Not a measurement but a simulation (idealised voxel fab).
Process module name: voxel wiring stack
The cross-section shown here is cut; it is 275 nm wide and divided into square cells measuring 5 nm on a side.
Think of the cross-section as a grid of square cells. We describe it in bands, top to bottom, and each band covers one or more rows of those cells. Quick guide to a band line: top height, bottom height (nm) up front; then every material left to right with its width in nm. Only one material and it's marked "edge to edge"? Then it fills the band edge to edge. And "empty" just means empty space. Below 0: as-received wafer, all one material; heights counted from there. Lowest band: no bottom, goes on down, written "0..down". When a width is written as two numbers, as in "30..40", the first number is the width in the top row of cells of the band and the second is the width in its bottom row, and the width changes by the same amount from each row to the next. "remained the same" for a step: no cell of the cross-section changed in that step. Heads up: "Sealed-off cavities" only lists the empty pockets with no open path to the top that are 8 cells or more, and it writes them as width x height at distance, distance from the left edge, in nm. Where a step's line continues beyond its settings, the continuation is a remark by the simulator itself on that step. "overlay nm" on a masked step: distance the mask lay right of its planned place, negative for left.

The steps planned for the process are as follows:
step 1: RECEIVE: material Si
step 2: CONFORMAL_DEP: material SiO2, thk nm 10
step 3: DIRECTIONAL_DEP: material TiN, thk nm 5
step 4: DIRECTIONAL_DEP: material W, thk nm 25
step 5: PATTERN: tone cover, mask id METAL_1, material resist, width nm 20, pitch nm 35, thk nm 15, overlay nm 0
step 6: DIRECTIONAL_ETCH: etch materials W, depth nm 25
step 7: DIRECTIONAL_ETCH: etch materials TiN, depth nm 5
step 8: STRIP: etch materials resist
step 9: FILL_DEP: material lowk, thk nm 5
step 10: CMP: height nm 40
step 11: CONFORMAL_DEP: material SiCN, thk nm 5
step 12: DIRECTIONAL_DEP: material SiO2, thk nm 15
step 13: PATTERN: tone open, mask id PLUG_1, material resist, width nm 15, pitch nm 70, thk nm 20, overlay nm 0
step 14: DIRECTIONAL_ETCH: etch materials SiO2, depth nm 15
step 15: DIRECTIONAL_ETCH: etch materials SiCN, depth nm 5
step 16: STRIP: etch materials resist
step 17: EPI: material Ru, thk nm 10
step 18: EPI: material Ru, thk nm 10
step 19: DIRECTIONAL_DEP: material TiN, thk nm 5
step 20: DIRECTIONAL_DEP: material W, thk nm 25
step 21: DIRECTIONAL_DEP: material aC, thk nm 15
step 22: PATTERN: tone cover, mask id METAL_2, material resist, width nm 20, pitch nm 35, thk nm 30, overlay nm 0
step 23: DIRECTIONAL_ETCH: etch materials aC, depth nm 15
step 24: STRIP: etch materials resist
step 25: DIRECTIONAL_ETCH: etch materials W, depth nm 25
step 26: DIRECTIONAL_ETCH: etch materials TiN, depth nm 5
step 27: STRIP: etch materials aC
step 28: FILL_DEP: material lowk, thk nm 5
step 29: CMP: height nm 90
step 30: CONFORMAL_DEP: material SiCN, thk nm 5
step 31: DIRECTIONAL_DEP: material SiO2, thk nm 10
step 32: DIRECTIONAL_DEP: material aC, thk nm 10
step 33: PATTERN: tone open, mask id PLUG_2, material resist, width nm 15, pitch nm 70, thk nm 25, overlay nm 0
step 34: DIRECTIONAL_ETCH: etch materials aC, depth nm 10
step 35: STRIP: etch materials resist
step 36: DIRECTIONAL_ETCH: etch materials SiO2, depth nm 10
step 37: DIRECTIONAL_ETCH: etch materials SiCN, depth nm 5
step 38: STRIP: etch materials aC
step 39: CONFORMAL_DEP: material TiN, thk nm 5
step 40: FILL_DEP: material Ru, thk nm 5
step 41: CMP: height nm 105
step 42: CONFORMAL_DEP: material SiN, thk nm 5
step 43: DIRECTIONAL_DEP: material SiO2, thk nm 15
step 44: PATTERN: tone open, mask id METAL_3, material resist, width nm 20, pitch nm 35, thk nm 20, overlay nm 0
step 45: DIRECTIONAL_ETCH: etch materials SiO2, depth nm 15
step 46: DIRECTIONAL_ETCH: etch materials SiN, depth nm 5
step 47: STRIP: etch materials resist
step 48: CONFORMAL_DEP: material TiN, thk nm 5
step 49: FILL_DEP: material Cu, thk nm 10
step 50: CMP: height nm 125
step 51: EPI: material Ru, thk nm 5
step 52: FILL_DEP: material SiCN, thk nm 5

On the first of the two wafers: run conducted according to plan:

As received (post step 1): cross-section:
    0..down | Si edge to edge
    Sealed-off cavities: none

The wafer in cross-section once step 2 is complete:
    10..0 | SiO2 edge to edge
    Unchanged below 0.

The wafer in cross-section once step 3 is complete:
    15..10 | TiN edge to edge
    Unchanged below 10.

The wafer in cross-section once step 4 is complete:
    40..15 | W edge to edge
    Unchanged below 15.

The wafer in cross-section once step 5 is complete:
    55..40 | 90 nm empty | 20 nm resist | 15 nm empty | 20 nm resist | 15 nm empty | 20 nm resist | 95 nm empty
    Unchanged below 40.

The wafer in cross-section once step 6 is complete:
    55..40 | 90 nm empty | 20 nm resist | 15 nm empty | 20 nm resist | 15 nm empty | 20 nm resist | 95 nm empty
    40..15 | 90 nm empty | 20 nm W | 15 nm empty | 20 nm W | 15 nm empty | 20 nm W | 95 nm empty
    Unchanged below 15.

The wafer in cross-section once step 7 is complete:
    55..40 | 90 nm empty | 20 nm resist | 15 nm empty | 20 nm resist | 15 nm empty | 20 nm resist | 95 nm empty
    40..15 | 90 nm empty | 20 nm W | 15 nm empty | 20 nm W | 15 nm empty | 20 nm W | 95 nm empty
    15..10 | 90 nm empty | 20 nm TiN | 15 nm empty | 20 nm TiN | 15 nm empty | 20 nm TiN | 95 nm empty
    Unchanged below 10.

The wafer in cross-section once step 8 is complete:
    40..15 | 90 nm empty | 20 nm W | 15 nm empty | 20 nm W | 15 nm empty | 20 nm W | 95 nm empty
    Unchanged below 15.

The wafer in cross-section once step 9 is complete:
    45..40 | lowk edge to edge
    40..15 | 90 nm lowk | 20 nm W | 15 nm lowk | 20 nm W | 15 nm lowk | 20 nm W | 95 nm lowk
    15..10 | 90 nm lowk | 20 nm TiN | 15 nm lowk | 20 nm TiN | 15 nm lowk | 20 nm TiN | 95 nm lowk
    Unchanged below 10.

The wafer in cross-section once step 10 is complete:
    40..15 | 90 nm lowk | 20 nm W | 15 nm lowk | 20 nm W | 15 nm lowk | 20 nm W | 95 nm lowk
    Unchanged below 15.

The wafer in cross-section once step 11 is complete:
    45..40 | SiCN edge to edge
    Unchanged below 40.

The wafer in cross-section once step 12 is complete:
    60..45 | SiO2 edge to edge
    Unchanged below 45.

The wafer in cross-section once step 13 is complete:
    80..60 | 90 nm resist | 15 nm empty | 55 nm resist | 15 nm empty | 100 nm resist
    Unchanged below 60.

The wafer in cross-section once step 14 is complete:
    80..60 | 90 nm resist | 15 nm empty | 55 nm resist | 15 nm empty | 100 nm resist
    60..45 | 90 nm SiO2 | 15 nm empty | 55 nm SiO2 | 15 nm empty | 100 nm SiO2
    Unchanged below 45.

The wafer in cross-section once step 15 is complete:
    80..60 | 90 nm resist | 15 nm empty | 55 nm resist | 15 nm empty | 100 nm resist
    60..45 | 90 nm SiO2 | 15 nm empty | 55 nm SiO2 | 15 nm empty | 100 nm SiO2
    45..40 | 90 nm SiCN | 15 nm empty | 55 nm SiCN | 15 nm empty | 100 nm SiCN
    Unchanged below 40.

The wafer in cross-section once step 16 is complete:
    60..45 | 90 nm SiO2 | 15 nm empty | 55 nm SiO2 | 15 nm empty | 100 nm SiO2
    Unchanged below 45.

The wafer in cross-section once step 17 is complete:
    60..50 | 90 nm SiO2 | 15 nm empty | 55 nm SiO2 | 15 nm empty | 100 nm SiO2
    50..45 | 90 nm SiO2 | 15 nm Ru | 55 nm SiO2 | 15 nm Ru | 100 nm SiO2
    45..40 | 90 nm SiCN | 15 nm Ru | 55 nm SiCN | 15 nm Ru | 100 nm SiCN
    Unchanged below 40.

The wafer in cross-section once step 18 is complete:
    60..45 | 90 nm SiO2 | 15 nm Ru | 55 nm SiO2 | 15 nm Ru | 100 nm SiO2
    Unchanged below 45.

The wafer in cross-section once step 19 is complete:
    65..60 | TiN edge to edge
    Unchanged below 60.

The wafer in cross-section once step 20 is complete:
    90..65 | W edge to edge
    Unchanged below 65.

The wafer in cross-section once step 21 is complete:
    105..90 | aC edge to edge
    Unchanged below 90.

The wafer in cross-section once step 22 is complete:
    135..105 | 90 nm empty | 20 nm resist | 15 nm empty | 20 nm resist | 15 nm empty | 20 nm resist | 95 nm empty
    Unchanged below 105.

The wafer in cross-section once step 23 is complete:
    120..105 | 90 nm empty | 20 nm resist | 15 nm empty | 20 nm resist | 15 nm empty | 20 nm resist | 95 nm empty
    105..90 | 90 nm empty | 20 nm aC | 15 nm empty | 20 nm aC | 15 nm empty | 20 nm aC | 95 nm empty
    Unchanged below 90.

The wafer in cross-section once step 24 is complete:
    105..90 | 90 nm empty | 20 nm aC | 15 nm empty | 20 nm aC | 15 nm empty | 20 nm aC | 95 nm empty
    Unchanged below 90.

The wafer in cross-section once step 25 is complete:
    105..90 | 90 nm empty | 20 nm aC | 15 nm empty | 20 nm aC | 15 nm empty | 20 nm aC | 95 nm empty
    90..65 | 90 nm empty | 20 nm W | 15 nm empty | 20 nm W | 15 nm empty | 20 nm W | 95 nm empty
    Unchanged below 65.

The wafer in cross-section once step 26 is complete:
    105..90 | 90 nm empty | 20 nm aC | 15 nm empty | 20 nm aC | 15 nm empty | 20 nm aC | 95 nm empty
    90..65 | 90 nm empty | 20 nm W | 15 nm empty | 20 nm W | 15 nm empty | 20 nm W | 95 nm empty
    65..60 | 90 nm empty | 20 nm TiN | 15 nm empty | 20 nm TiN | 15 nm empty | 20 nm TiN | 95 nm empty
    Unchanged below 60.

The wafer in cross-section once step 27 is complete:
    90..65 | 90 nm empty | 20 nm W | 15 nm empty | 20 nm W | 15 nm empty | 20 nm W | 95 nm empty
    Unchanged below 65.

The wafer in cross-section once step 28 is complete:
    95..90 | lowk edge to edge
    90..65 | 90 nm lowk | 20 nm W | 15 nm lowk | 20 nm W | 15 nm lowk | 20 nm W | 95 nm lowk
    65..60 | 90 nm lowk | 20 nm TiN | 15 nm lowk | 20 nm TiN | 15 nm lowk | 20 nm TiN | 95 nm lowk
    Unchanged below 60.

The wafer in cross-section once step 29 is complete:
    90..65 | 90 nm lowk | 20 nm W | 15 nm lowk | 20 nm W | 15 nm lowk | 20 nm W | 95 nm lowk
    Unchanged below 65.

The wafer in cross-section once step 30 is complete:
    95..90 | SiCN edge to edge
    Unchanged below 90.

The wafer in cross-section once step 31 is complete:
    105..95 | SiO2 edge to edge
    Unchanged below 95.

The wafer in cross-section once step 32 is complete:
    115..105 | aC edge to edge
    Unchanged below 105.

The wafer in cross-section once step 33 is complete:
    140..115 | 90 nm resist | 15 nm empty | 55 nm resist | 15 nm empty | 100 nm resist
    Unchanged below 115.

The wafer in cross-section once step 34 is complete:
    130..115 | 90 nm resist | 15 nm empty | 55 nm resist | 15 nm empty | 100 nm resist
    115..105 | 90 nm aC | 15 nm empty | 55 nm aC | 15 nm empty | 100 nm aC
    Unchanged below 105.

The wafer in cross-section once step 35 is complete:
    115..105 | 90 nm aC | 15 nm empty | 55 nm aC | 15 nm empty | 100 nm aC
    Unchanged below 105.

The wafer in cross-section once step 36 is complete:
    115..105 | 90 nm aC | 15 nm empty | 55 nm aC | 15 nm empty | 100 nm aC
    105..95 | 90 nm SiO2 | 15 nm empty | 55 nm SiO2 | 15 nm empty | 100 nm SiO2
    Unchanged below 95.

The wafer in cross-section once step 37 is complete:
    115..105 | 90 nm aC | 15 nm empty | 55 nm aC | 15 nm empty | 100 nm aC
    105..95 | 90 nm SiO2 | 15 nm empty | 55 nm SiO2 | 15 nm empty | 100 nm SiO2
    95..90 | 90 nm SiCN | 15 nm empty | 55 nm SiCN | 15 nm empty | 100 nm SiCN
    Unchanged below 90.

The wafer in cross-section once step 38 is complete:
    105..95 | 90 nm SiO2 | 15 nm empty | 55 nm SiO2 | 15 nm empty | 100 nm SiO2
    Unchanged below 95.

The wafer in cross-section once step 39 is complete:
    110..105 | 95 nm TiN | 5 nm empty | 65 nm TiN | 5 nm empty | 105 nm TiN
    105..95 | 90 nm SiO2 | 5 nm TiN | 5 nm empty | 5 nm TiN | 55 nm SiO2 | 5 nm TiN | 5 nm empty | 5 nm TiN | 100 nm SiO2
    95..90 | 90 nm SiCN | 15 nm TiN | 55 nm SiCN | 15 nm TiN | 100 nm SiCN
    Unchanged below 90.

The wafer in cross-section once step 40 is complete:
    115..110 | Ru edge to edge
    110..105 | 95 nm TiN | 5 nm Ru | 65 nm TiN | 5 nm Ru | 105 nm TiN
    105..95 | 90 nm SiO2 | 5 nm TiN | 5 nm Ru | 5 nm TiN | 55 nm SiO2 | 5 nm TiN | 5 nm Ru | 5 nm TiN | 100 nm SiO2
    Unchanged below 95.

The wafer in cross-section once step 41 is complete:
    105..95 | 90 nm SiO2 | 5 nm TiN | 5 nm Ru | 5 nm TiN | 55 nm SiO2 | 5 nm TiN | 5 nm Ru | 5 nm TiN | 100 nm SiO2
    Unchanged below 95.

The wafer in cross-section once step 42 is complete:
    110..105 | SiN edge to edge
    Unchanged below 105.

The wafer in cross-section once step 43 is complete:
    125..110 | SiO2 edge to edge
    Unchanged below 110.

The wafer in cross-section once step 44 is complete:
    145..125 | 90 nm resist | 20 nm empty | 15 nm resist | 20 nm empty | 15 nm resist | 20 nm empty | 95 nm resist
    Unchanged below 125.

The wafer in cross-section once step 45 is complete:
    145..125 | 90 nm resist | 20 nm empty | 15 nm resist | 20 nm empty | 15 nm resist | 20 nm empty | 95 nm resist
    125..110 | 90 nm SiO2 | 20 nm empty | 15 nm SiO2 | 20 nm empty | 15 nm SiO2 | 20 nm empty | 95 nm SiO2
    Unchanged below 110.

The wafer in cross-section once step 46 is complete:
    145..125 | 90 nm resist | 20 nm empty | 15 nm resist | 20 nm empty | 15 nm resist | 20 nm empty | 95 nm resist
    125..110 | 90 nm SiO2 | 20 nm empty | 15 nm SiO2 | 20 nm empty | 15 nm SiO2 | 20 nm empty | 95 nm SiO2
    110..105 | 90 nm SiN | 20 nm empty | 15 nm SiN | 20 nm empty | 15 nm SiN | 20 nm empty | 95 nm SiN
    Unchanged below 105.

The wafer in cross-section once step 47 is complete:
    125..110 | 90 nm SiO2 | 20 nm empty | 15 nm SiO2 | 20 nm empty | 15 nm SiO2 | 20 nm empty | 95 nm SiO2
    Unchanged below 110.

The wafer in cross-section once step 48 is complete:
    130..125 | 95 nm TiN | 10 nm empty | 25 nm TiN | 10 nm empty | 25 nm TiN | 10 nm empty | 100 nm TiN
    125..110 | 90 nm SiO2 | 5 nm TiN | 10 nm empty | 5 nm TiN | 15 nm SiO2 | 5 nm TiN | 10 nm empty | 5 nm TiN | 15 nm SiO2 | 5 nm TiN | 10 nm empty | 5 nm TiN | 95 nm SiO2
    110..105 | 90 nm SiN | 20 nm TiN | 15 nm SiN | 20 nm TiN | 15 nm SiN | 20 nm TiN | 95 nm SiN
    Unchanged below 105.

The wafer in cross-section once step 49 is complete:
    140..130 | Cu edge to edge
    130..125 | 95 nm TiN | 10 nm Cu | 25 nm TiN | 10 nm Cu | 25 nm TiN | 10 nm Cu | 100 nm TiN
    125..110 | 90 nm SiO2 | 5 nm TiN | 10 nm Cu | 5 nm TiN | 15 nm SiO2 | 5 nm TiN | 10 nm Cu | 5 nm TiN | 15 nm SiO2 | 5 nm TiN | 10 nm Cu | 5 nm TiN | 95 nm SiO2
    Unchanged below 110.

The wafer in cross-section once step 50 is complete:
    125..110 | 90 nm SiO2 | 5 nm TiN | 10 nm Cu | 5 nm TiN | 15 nm SiO2 | 5 nm TiN | 10 nm Cu | 5 nm TiN | 15 nm SiO2 | 5 nm TiN | 10 nm Cu | 5 nm TiN | 95 nm SiO2
    Unchanged below 110.

The wafer in cross-section once step 51 is complete:
    130..125 | 85 nm empty | 30 nm Ru | 5 nm empty | 30 nm Ru | 5 nm empty | 30 nm Ru | 90 nm empty
    Unchanged below 125.

The wafer in cross-section once step 52 is complete:
    135..130 | SiCN edge to edge
    130..125 | 85 nm SiCN | 30 nm Ru | 5 nm SiCN | 30 nm Ru | 5 nm SiCN | 30 nm Ru | 90 nm SiCN
    Unchanged below 125.

Wafer two: like wafer one in start and plan, but with one mistake in execution; identical up to and including step 42:

Cross-sectional view of the second wafer at the intended end time of process step 43:
    115..110 | SiO2 edge to edge
    Unchanged below 110.

Cross-sectional view of the second wafer at the intended end time of process step 44:
    135..115 | 90 nm resist | 20 nm empty | 15 nm resist | 20 nm empty | 15 nm resist | 20 nm empty | 95 nm resist
    Unchanged below 115.

Cross-sectional view of the second wafer at the intended end time of process step 45:
    135..115 | 90 nm resist | 20 nm empty | 15 nm resist | 20 nm empty | 15 nm resist | 20 nm empty | 95 nm resist
    115..110 | 90 nm SiO2 | 20 nm empty | 15 nm SiO2 | 20 nm empty | 15 nm SiO2 | 20 nm empty | 95 nm SiO2
    Unchanged below 110.

Cross-sectional view of the second wafer at the intended end time of process step 46:
    135..115 | 90 nm resist | 20 nm empty | 15 nm resist | 20 nm empty | 15 nm resist | 20 nm empty | 95 nm resist
    115..110 | 90 nm SiO2 | 20 nm empty | 15 nm SiO2 | 20 nm empty | 15 nm SiO2 | 20 nm empty | 95 nm SiO2
    110..105 | 90 nm SiN | 20 nm empty | 15 nm SiN | 20 nm empty | 15 nm SiN | 20 nm empty | 95 nm SiN
    Unchanged below 105.

Cross-sectional view of the second wafer at the intended end time of process step 47:
    115..110 | 90 nm SiO2 | 20 nm empty | 15 nm SiO2 | 20 nm empty | 15 nm SiO2 | 20 nm empty | 95 nm SiO2
    Unchanged below 110.

Cross-sectional view of the second wafer at the intended end time of process step 48:
    120..115 | 95 nm TiN | 10 nm empty | 25 nm TiN | 10 nm empty | 25 nm TiN | 10 nm empty | 100 nm TiN
    115..110 | 90 nm SiO2 | 5 nm TiN | 10 nm empty | 5 nm TiN | 15 nm SiO2 | 5 nm TiN | 10 nm empty | 5 nm TiN | 15 nm SiO2 | 5 nm TiN | 10 nm empty | 5 nm TiN | 95 nm SiO2
    110..105 | 90 nm SiN | 20 nm TiN | 15 nm SiN | 20 nm TiN | 15 nm SiN | 20 nm TiN | 95 nm SiN
    Unchanged below 105.

Cross-sectional view of the second wafer at the intended end time of process step 49:
    130..120 | Cu edge to edge
    120..115 | 95 nm TiN | 10 nm Cu | 25 nm TiN | 10 nm Cu | 25 nm TiN | 10 nm Cu | 100 nm TiN
    115..110 | 90 nm SiO2 | 5 nm TiN | 10 nm Cu | 5 nm TiN | 15 nm SiO2 | 5 nm TiN | 10 nm Cu | 5 nm TiN | 15 nm SiO2 | 5 nm TiN | 10 nm Cu | 5 nm TiN | 95 nm SiO2
    Unchanged below 110.

Cross-sectional view of the second wafer at the intended end time of process step 50:
    125..120 | Cu edge to edge
    Unchanged below 120.

Cross-sectional view of the second wafer at the intended end time of process step 51:
    130..125 | Ru edge to edge
    Unchanged below 125.

Cross-sectional view of the second wafer at the intended end time of process step 52:
    135..130 | SiCN edge to edge
    Unchanged below 130.
What was done differently from what was planned? step 43, actual vs plan mismatch, actual run DIRECTIONAL_DEP: material SiO2, thk nm 5
It is noted that, at the conclusion of processing, the second wafer exhibits a higher or lower cell count for certain materials relative to the first: 49 more of Cu | 37 more of Ru | 37 fewer of SiCN | 86 fewer of SiO2 | 37 more of TiN
